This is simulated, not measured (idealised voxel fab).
The process module presented herein is designated voxel gate over fins.
This is section cut - it's 210 nm across, gridded in 5 nm square cells.
We lay out every cross-section as a grid of square cells and spell it out in bands from the top down, where one band means one or more rows of cells.
The entry gives the band's vertical extent as a top height and a bottom height in nm, then its horizontal make-up as materials from left to right, each with a width in nm. "empty" stands for empty space; a single material marked "edge to edge" fills the band edge to edge.
Where do heights start? At 0: under that level the wafer as delivered is made of one material only. And the lowest band has no floor; it just carries on downward, as in "0 -> down".
Read "30..40" as a graded width: first number on top, second number at the bottom, same change between each pair of neighbouring rows.
The cross-section has no changed cell in any step marked "nothing different".
Basically, "Enclosed void entries" tells you about the enclosed voids: empty spaces with no open way to the top, 8 cells or bigger, each written width x height at distance, where distance is from the left edge, all in nm.
Where a step's line continues beyond its settings, the continuation is a remark by the simulator itself on that step.
overlay nm: on a step with a mask, how far right of its planned place the mask lay; negative means left.
BELOW IS THE LIST OF PLANNED PROCESS STEPS
1,RECEIVE [material Si]
2,CONFORMAL_DEP [material SiN] [thk nm 5]
3,DIRECTIONAL_DEP [material aC] [thk nm 10]
4,PATTERN [tone cover] [mask id FINS] [material resist] [width nm 15] [pitch nm 60] [thk nm 25] [overlay nm 0]
5,DIRECTIONAL_ETCH [etch materials aC] [depth nm 10]
6,STRIP [etch materials resist]
7,DIRECTIONAL_ETCH [etch materials SiN] [depth nm 5]
8,DIRECTIONAL_ETCH [etch materials Si] [depth nm 35]
9,STRIP [etch materials aC]
10,FILL_DEP [material SiO2] [thk nm 5]
11,CMP [height nm 5]
12,DIRECTIONAL_DEP [material aC] [thk nm 10]
13,PATTERN [tone open] [mask id RAIL] [material resist] [width nm 15] [thk nm 25] [overlay nm 0]
14,DIRECTIONAL_ETCH [etch materials aC] [depth nm 10]
15,STRIP [etch materials resist]
16,DIRECTIONAL_ETCH [etch materials SiO2] [depth nm 35]
17,STRIP [etch materials aC]
18,CONFORMAL_DEP [material TiN] [thk nm 5]
19,FILL_DEP [material Ru] [thk nm 5]
20,CMP [height nm 5]
21,SELECTIVE_ETCH [etch materials W Ru TiN] [depth nm 20]
22,FILL_DEP [material SiO2] [thk nm 5]
23,CMP [height nm 5]
24,SELECTIVE_ETCH [etch materials SiO2] [depth nm 15]
25,STRIP [etch materials SiN]
26,CONFORMAL_DEP [material HfO2] [thk nm 5]
27,CONFORMAL_DEP [material TiN] [thk nm 5]
28,FILL_DEP [material W] [thk nm 10]
29,CMP [height nm 15]
30,CONFORMAL_DEP [material SiN] [thk nm 10]
INCOMING WAFER, CROSS-SECTIONAL VIEW, POST STEP 1
- 0 -> down | Si edge to edge
- Enclosed void entries: none
FIRST OF TWO WAFERS, END-OF-MODULE SECTION, RUN FOLLOWED PLAN
- 25 -> 15 | SiN edge to edge
- 15 -> 10 | W edge to edge
- 10 -> 5 | 55 W, 35 TiN, 25 W, 35 TiN, 60 W
- 5 -> 0 | 55 W, 5 TiN, 25 HfO2, 5 TiN, 25 W, 5 TiN, 25 HfO2, 5 TiN, 60 W
- 0 -> -5 | 60 TiN, 5 HfO2, 15 Si, 5 HfO2, 35 TiN, 5 HfO2, 15 Si, 5 HfO2, 65 TiN
- -5 -> -10 | 65 HfO2, 15 Si, 45 HfO2, 15 Si, 70 HfO2
- -10 -> -15 | 65 SiO2, 15 Si, 45 SiO2, 15 Si, 70 SiO2
- -15 -> -25 | 65 SiO2, 15 Si, 15 SiO2, 5 TiN, 5 Ru, 5 TiN, 15 SiO2, 15 Si, 70 SiO2
- -25 -> -30 | 65 SiO2, 15 Si, 15 SiO2, 15 TiN, 15 SiO2, 15 Si, 70 SiO2
- -30 -> -35 | 65 SiO2, 15 Si, 45 SiO2, 15 Si, 70 SiO2
- -35 -> down | Si edge to edge
- Enclosed void entries: none
MODULE END: CROSS-SECTION OF WAFER TWO OF TWO. SAME START AND PROCESS PLAN AS THE FIRST WAFER. ONE MISTAKE DURING EXECUTION
- 25 -> 15 | SiN edge to edge
- 15 -> 10 | W edge to edge
- 10 -> 5 | 60 W, 35 TiN, 25 W, 35 TiN, 55 W
- 5 -> 0 | 60 W, 5 TiN, 25 HfO2, 5 TiN, 25 W, 5 TiN, 25 HfO2, 5 TiN, 55 W
- 0 -> -5 | 65 TiN, 5 HfO2, 15 Si, 5 HfO2, 35 TiN, 5 HfO2, 15 Si, 5 HfO2, 60 TiN
- -5 -> -10 | 70 HfO2, 15 Si, 45 HfO2, 15 Si, 65 HfO2
- -10 -> -15 | 70 SiO2, 15 Si, 45 SiO2, 15 Si, 65 SiO2
- -15 -> -25 | 70 SiO2, 15 Si, 10 SiO2, 5 TiN, 5 Ru, 5 TiN, 20 SiO2, 15 Si, 65 SiO2
- -25 -> -30 | 70 SiO2, 15 Si, 10 SiO2, 15 TiN, 20 SiO2, 15 Si, 65 SiO2
- -30 -> -35 | 70 SiO2, 15 Si, 45 SiO2, 15 Si, 65 SiO2
- -35 -> down | Si edge to edge
- Enclosed void entries: none
So what did we get wrong on this run? step 4 changed vs plan, executed as PATTERN [tone cover] [mask id FINS] [material resist] [width nm 15] [pitch nm 60] [thk nm 25] [overlay nm 5]
Comparing end states, the material composition by cell count is preserved from the first wafer to the second, while the locations of the cells are not.
